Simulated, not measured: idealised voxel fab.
The name of this process module is voxel self aligned vias.
Section cut is 255 nm wide and gridded with 5 nm square cells.
Cross-section = grid of square cells, listed top down in bands; band = one or more rows.
For a band, the entry starts with two heights in nm, that of the top and then that of the bottom, and carries on with the band's materials in order from left to right, each alongside its width in nm; the word "all across" beside a single material means it fills the band edge to edge, and "blank" means empty space.
Note: height 0 marks the level under which the wafer is uniformly one material as received. Lowest band unbounded below, written "z 0 and below".
The expression "30 to 40" gives the width at the extremes of the band, the first number at its top row of cells and the second at its bottom row, with the width changing by equal amounts from each row to the next in between.
Basically "no alteration" means that step didn't change any cell in the cross-section.
"Fully sealed cavities": sealed empty spaces, 8 cells or more, no open way to top, listed width x height at distance, with distance from the left edge and width, height and distance in nm.
It should be noted that, on the line of a given step, the content following the step's settings is a remark produced by the simulator itself with respect to that step.
If you see "overlay nm" on a step's line and that step has a mask, it's telling you how far right of where it was planned the mask ended up; a negative number means it went left instead.
-- Process steps (planned)
1 RECEIVE | material Si
2 CONFORMAL_DEP | material SiO2 | thk nm 15
3 CONFORMAL_DEP | material SiCN | thk nm 5
4 DIRECTIONAL_DEP | material SiO2 | thk nm 25
5 PATTERN | tone open | mask id LINES | material resist | width nm 25 | pitch nm 65 | thk nm 20 | overlay nm 0
6 DIRECTIONAL_ETCH | etch materials SiO2 | depth nm 25
7 STRIP | etch materials resist
8 CONFORMAL_DEP | material TiN | thk nm 5
9 FILL_DEP | material W | thk nm 10
10 CMP | height nm 45
11 SELECTIVE_ETCH | etch materials W Ru TiN | depth nm 5
12 FILL_DEP | material SiN | thk nm 10
13 CMP | height nm 45
14 DIRECTIONAL_DEP | material SiO2 | thk nm 20
15 DIRECTIONAL_DEP | material aC | thk nm 15
16 PATTERN | tone open | mask id VIAS | material resist | width nm 45 | pitch nm 65 | thk nm 30 | overlay nm 0
17 DIRECTIONAL_ETCH | etch materials aC | depth nm 15
18 STRIP | etch materials resist
19 DIRECTIONAL_ETCH | etch materials SiO2 | depth nm 20
20 DIRECTIONAL_ETCH | etch materials SiN | depth nm 5
21 STRIP | etch materials aC
22 CONFORMAL_DEP | material TiN | thk nm 5
23 FILL_DEP | material W | thk nm 5
24 CMP | height nm 65
25 CONFORMAL_DEP | material SiN | thk nm 5
-- Cross-section of the incoming wafer, state after step 1
z 0 and below  Si all across
Fully sealed cavities: none
-- One mistake in running the module, otherwise start and plan as above: cross-section at the end
z 70 to 65  SiN all across
z 65 to 50  50 SiO2, 5 TiN, 35 W, 5 TiN, 20 SiO2, 5 TiN, 35 W, 5 TiN, 20 SiO2, 5 TiN, 35 W, 5 TiN, 30 SiO2
z 50 to 45  50 SiO2, 5 TiN, 15 W, 25 TiN, 20 SiO2, 5 TiN, 15 W, 25 TiN, 20 SiO2, 5 TiN, 15 W, 25 TiN, 30 SiO2
z 45 to 40  50 SiO2, 25 TiN, 40 SiO2, 25 TiN, 40 SiO2, 25 TiN, 50 SiO2
z 40 to 25  50 SiO2, 5 TiN, 15 W, 5 TiN, 40 SiO2, 5 TiN, 15 W, 5 TiN, 40 SiO2, 5 TiN, 15 W, 5 TiN, 50 SiO2
z 25 to 20  50 SiO2, 25 TiN, 40 SiO2, 25 TiN, 40 SiO2, 25 TiN, 50 SiO2
z 20 to 15  SiCN all across
z 15 to 0  SiO2 all across
z 0 and below  Si all across
Fully sealed cavities: none
The mistake made against the process plan was this: heads up, step 16 didn't go per plan, it actually ran as PATTERN | tone open | mask id VIAS | material resist | width nm 45 | pitch nm 65 | thk nm 30 | overlay nm 10
